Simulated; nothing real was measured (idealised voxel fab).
Title: Process Module voxel transistor to metal
The figure presents cross-section cut, which has a width of 155 nm and is divided into square cells with an edge length of 5 nm.
How to read a cross-section here: the picture is a grid of square cells, written as bands going from the top down, and any band can span one or more rows of cells.
Band: top height; bottom height; in nm. Then, left to right: material with width in nm, for each material. "all across": a single material spanning edge to edge. "blank": empty space.
Height datum 0, below which the as-received substrate wafer is one material. Lowest band open at the bottom, running downward: "top 0, no bottom".
So if you see something like "30 to 40" for the width, read it as the top row of the band sitting at the first number and the bottom row at the second, with every row in between moving by the same amount as the last.
Any step labelled "no alteration" changed none of the cells in the cross-section.
Listed in "Enclosed cavity list": every empty space of 8 or more cells without an open way to the top. Form: width x height at distance, the distance being from the left edge, all in nm.
On a step's line, text after the settings is the simulator commenting on that step.
The "overlay nm" setting may appear on a step's line; for a step that uses a mask, it gives how far to the right of its planned position the mask lay, and a negative value indicates the left.
-- Steps planned for the process
1 RECEIVE (material Si)
2 CONFORMAL_DEP (material SiO2; thk nm 5)
3 CONFORMAL_DEP (material SiN; thk nm 10)
4 PATTERN (tone cover; mask id ACTIVE; material resist; width nm 105; thk nm 15; overlay nm 0)
5 DIRECTIONAL_ETCH (etch materials SiN; depth nm 10)
6 DIRECTIONAL_ETCH (etch materials SiO2; depth nm 5)
7 DIRECTIONAL_ETCH (etch materials Si; depth nm 35)
8 STRIP (etch materials resist)
9 OXIDIZE (depth nm 5)
10 FILL_DEP (material SiO2; thk nm 10)
11 CMP (height nm 15)
12 SELECTIVE_ETCH (etch materials SiO2; depth nm 10)
13 STRIP (etch materials SiN)
14 SELECTIVE_ETCH (etch materials SiO2; depth nm 5)
15 OXIDIZE (depth nm 5)
16 DIRECTIONAL_DEP (material polySi; thk nm 20)
17 DIRECTIONAL_DEP (material SiCN; thk nm 10)
18 MASKED_ETCH (tone cover; mask id GATE; width nm 25; etch materials SiCN; depth nm 20; overlay nm 0)
19 MASKED_ETCH (tone cover; mask id GATE; width nm 25; etch materials polySi; depth nm 30; overlay nm 0)
20 CONFORMAL_DEP (material SiN; thk nm 10)
21 DIRECTIONAL_ETCH (etch materials SiN; depth nm 10)
22 DIRECTIONAL_ETCH (etch materials SiO2; depth nm 5)
23 EPI (material SiGe; thk nm 5)
24 FILL_DEP (material SiO2; thk nm 10)
25 CMP (height nm 30)
26 DIRECTIONAL_DEP (material SiO2; thk nm 10)
27 MASKED_ETCH (tone open; mask id CONTACT; width nm 25; pitch nm 60; etch materials SiO2; depth nm 40; overlay nm 0)
28 CONFORMAL_DEP (material TiN; thk nm 5)
29 FILL_DEP (material Ru; thk nm 5)
30 CMP (height nm 40)
31 CONFORMAL_DEP (material SiN; thk nm 5)
32 DIRECTIONAL_DEP (material SiO2; thk nm 20)
33 PATTERN (tone open; mask id METAL_1; material resist; width nm 15; pitch nm 70; thk nm 20; overlay nm 0)
34 DIRECTIONAL_ETCH (etch materials SiO2; depth nm 20)
35 DIRECTIONAL_ETCH (etch materials SiN; depth nm 5)
36 STRIP (etch materials resist)
37 CONFORMAL_DEP (material TiN; thk nm 5)
38 FILL_DEP (material Cu; thk nm 5)
39 CMP (height nm 65)
40 EPI (material Ru; thk nm 5)
41 FILL_DEP (material SiCN; thk nm 5)
42 DIRECTIONAL_DEP (material lowk; thk nm 35)
43 DIRECTIONAL_DEP (material aC; thk nm 15)
44 PATTERN (tone open; mask id METAL_2; material resist; width nm 15; pitch nm 70; thk nm 30; overlay nm 0)
45 DIRECTIONAL_ETCH (etch materials aC; depth nm 15)
46 STRIP (etch materials resist)
47 DIRECTIONAL_ETCH (etch materials lowk; depth nm 20)
48 STRIP (etch materials aC)
49 PATTERN (tone open; mask id METAL_2_HOLES; material resist; width nm 15; pitch nm 70; thk nm 15; overlay nm 0)
50 DIRECTIONAL_ETCH (etch materials lowk; depth nm 15)
51 DIRECTIONAL_ETCH (etch materials SiCN; depth nm 5)
52 STRIP (etch materials resist)
53 CONFORMAL_DEP (material TiN; thk nm 5)
54 FILL_DEP (material Ru; thk nm 5)
55 CMP (height nm 110)
56 CONFORMAL_DEP (material SiCN; thk nm 5)
-- Step 1 complete: cross-section of the wafer as received
  top 0, no bottom = Si all across
  Enclosed cavity list: none
-- Post-module cross-section: identical start and plan to those above, one misstep in execution
  top 115, bottom 110 = SiCN all across
  top 110, bottom 75 = lowk=35; TiN=5; Ru=5; TiN=5; lowk=55; TiN=5; Ru=5; TiN=5; lowk=35
  top 75, bottom 70 = SiCN=35; TiN=15; SiCN=55; TiN=15; SiCN=35
  top 70, bottom 65 = SiCN=30; Ru=25; SiCN=45; Ru=25; SiCN=30
  top 65, bottom 45 = SiO2=35; TiN=5; Cu=5; TiN=5; SiO2=55; TiN=5; Cu=5; TiN=5; SiO2=35
  top 45, bottom 40 = SiN=35; TiN=15; SiN=55; TiN=15; SiN=35
  top 40, bottom 30 = SiO2=35; TiN=5; Ru=15 to 10; TiN=5 to 10; SiO2=35; TiN=5 to 10; Ru=15 to 10; TiN=5; SiO2=35
  top 30, bottom 20 = SiO2=35; TiN=5; Ru=10; TiN=5; SiN=10; SiCN=25; SiN=10; TiN=5; Ru=10; TiN=5; SiO2=35
  top 20, bottom 5 = SiO2=35; TiN=5; Ru=10; TiN=5; SiN=10; polySi=25; SiN=10; TiN=5; Ru=10; TiN=5; SiO2=35
  top 5, bottom 0 = SiO2=35; TiN=20; SiN=10; polySi=25; SiN=10; TiN=20; SiO2=35
  top 0, bottom -5 = SiO2=25; SiGe=30; SiO2=45; SiGe=30; SiO2=25
  top -5, bottom -75 = SiO2=30; Si=95; SiO2=30
  top -75, no bottom = Si all across
  Enclosed cavity list: none
The plan and the run diverged here: step 7 of the plan saw execution twice
